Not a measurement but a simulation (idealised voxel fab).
Name of the process module below: voxel spacer lines
Square cell edge 5 nm, section width 180 nm, ID cut.
We lay out every cross-section as a grid of square cells and spell it out in bands from the top down, where one band means one or more rows of cells.
Each band's line starts with the height of the band's top and of its bottom, in nm. Then come its materials from left to right, each with its width in nm. One material with "all across" fills the band from edge to edge. "empty" is empty space.
Heads up on the height convention: 0 is the point under which the incoming wafer is all one material, and the lowest band has no bottom, it just keeps going down, like "z 0 and below".
So if you see something like "30..40" for the width, read it as the top row of the band sitting at the first number and the bottom row at the second, with every row in between moving by the same amount as the last.
"nothing got changed" -> step changed no cross-section cell.
Enclosed voids (no open way to top), threshold 8 cells or more, entry "Unvented voids", notation width x height at distance, distance from left edge, nm.
What comes after the settings on a step's line is commentary from the simulator itself on that step.
overlay nm: step with mask; distance mask lay right of planned place; negative value = left of planned place.
The following list gives the planned process steps:
1,RECEIVE,material Si
2,CONFORMAL_DEP,material Al2O3,thk nm 10
3,DIRECTIONAL_DEP,material TiN,thk nm 10
4,DIRECTIONAL_DEP,material aC,thk nm 30
5,PATTERN,tone cover,mask id MANDREL,material resist,width nm 15,pitch nm 70,thk nm 35,overlay nm 0
6,DIRECTIONAL_ETCH,etch materials aC,depth nm 30
7,STRIP,etch materials resist
8,CONFORMAL_DEP,material SiN,thk nm 10
9,DIRECTIONAL_ETCH,etch materials SiN,depth nm 10
10,STRIP,etch materials aC
11,DIRECTIONAL_ETCH,etch materials TiN,depth nm 10
12,STRIP,etch materials SiN
13,FILL_DEP,material lowk,thk nm 10
14,CMP,height nm 20
Variable across wafers: step 5 width nm (plan value is that of the first wafer; starting state common to all).
As-received cross-section, first of several wafers, post step 1:
z 0 and below: Si all across
Unvented voids: none
First wafer at the end, after step 14:
z 20 to 10: lowk 35 nm, then TiN 10 nm, then lowk 15 nm, then TiN 10 nm, then lowk 35 nm, then TiN 10 nm, then lowk 15 nm, then TiN 10 nm, then lowk 40 nm
z 10 to 0: Al2O3 all across
z 0 and below: Si all across
Unvented voids: none
Of the several wafers, the last: cross-section at the end of the module:
z 20 to 10: lowk 25 nm, then TiN 10 nm, then lowk 40 nm, then TiN 10 nm, then lowk 10 nm, then TiN 10 nm, then lowk 40 nm, then TiN 10 nm, then lowk 25 nm
z 10 to 0: Al2O3 all across
z 0 and below: Si all across
Unvented voids: none
Here is how to read the rows: every wafer has a row, and it shows the wafer at the end of the module, giving for each material how many cells were gained (+) or lost (-) since the wafer was received, then listing its closed voids:
width nm 15, +72 Al2O3, +16 TiN, +56 lowk, Unvented voids: none
width nm 20, +72 Al2O3, +16 TiN, +56 lowk, Unvented voids: none
width nm 25, +72 Al2O3, +16 TiN, +56 lowk, Unvented voids: none
width nm 30, +72 Al2O3, +16 TiN, +56 lowk, Unvented voids: none
width nm 35, +72 Al2O3, +16 TiN, +56 lowk, Unvented voids: none
width nm 40, +72 Al2O3, +16 TiN, +56 lowk, Unvented voids: none
